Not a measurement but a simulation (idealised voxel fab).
Module name: voxel spacer lines (process module)
In the cross-section labelled cut, the width is 300 nm and each square cell is 5 nm.
If you're reading a cross-section in this doc, picture square cells in a grid; it comes to you as bands, top ones listed first down to the bottom, and a band can be one or more rows of cells.
The entry gives the band's vertical extent as a top height and a bottom height in nm, then its horizontal make-up as materials from left to right, each with a width in nm. "blank" stands for empty space; a single material marked "all across" fills the band edge to edge.
Height 0 is the level under which the wafer as received is all one material. The lowest band goes on downwards, as in "from 0 down".
Width spec "30->40" -> top row of cells at first value, bottom row at second value, equal per-row change in between.
"all unchanged", as given for a step, is the statement that not any cell of the cross-section underwent a change during that step.
Under "Closed void catalog" you'll find the enclosed gaps, the ones with no way out to the top, that are 8 cells or bigger; each reads width x height at distance, with distance counted from the left edge, everything in nm.
Post-settings text on a step line: simulator's own remark regarding the step.
"overlay nm" denotes, for a step that has a mask, the displacement of the mask to the right of its planned place, with negative values corresponding to the left.
## Steps in the process plan
1: RECEIVE (material Si)
2: CONFORMAL_DEP (material SiO2; thk nm 10)
3: DIRECTIONAL_DEP (material polySi; thk nm 15)
4: DIRECTIONAL_DEP (material aC; thk nm 25)
5: PATTERN (tone cover; mask id MANDREL; material resist; width nm 15; pitch nm 50; thk nm 30; overlay nm 0)
6: DIRECTIONAL_ETCH (etch materials aC; depth nm 25)
7: STRIP (etch materials resist)
8: CONFORMAL_DEP (material SiN; thk nm 10)
9: DIRECTIONAL_ETCH (etch materials SiN; depth nm 10)
10: STRIP (etch materials aC)
11: DIRECTIONAL_ETCH (etch materials polySi; depth nm 15)
12: STRIP (etch materials SiN)
13: FILL_DEP (material lowk; thk nm 5)
14: CMP (height nm 25)
## The cross-section here shows the wafer as received, i.e. in its state after step 1
    from 0 down  Si all across
    Closed void catalog: none
## Figure: cross-sectional view of the wafer upon completion of the module, processed from the initial state and according to the plan depicted above, with one error introduced during execution
    from 25 to 20  lowk all across
    from 20 to 5  lowk 105 / polySi 10 / lowk 15 / polySi 10 / lowk 15 / polySi 10 / lowk 15 / polySi 10 / lowk 110
    from 5 to 0  SiO2 all across
    from 0 down  Si all across
    Closed void catalog: none
Heads up, the wafer didn't run the way we planned it: in deviation from the planned setting, step 2 was conducted as CONFORMAL_DEP (material SiO2; thk nm 5)
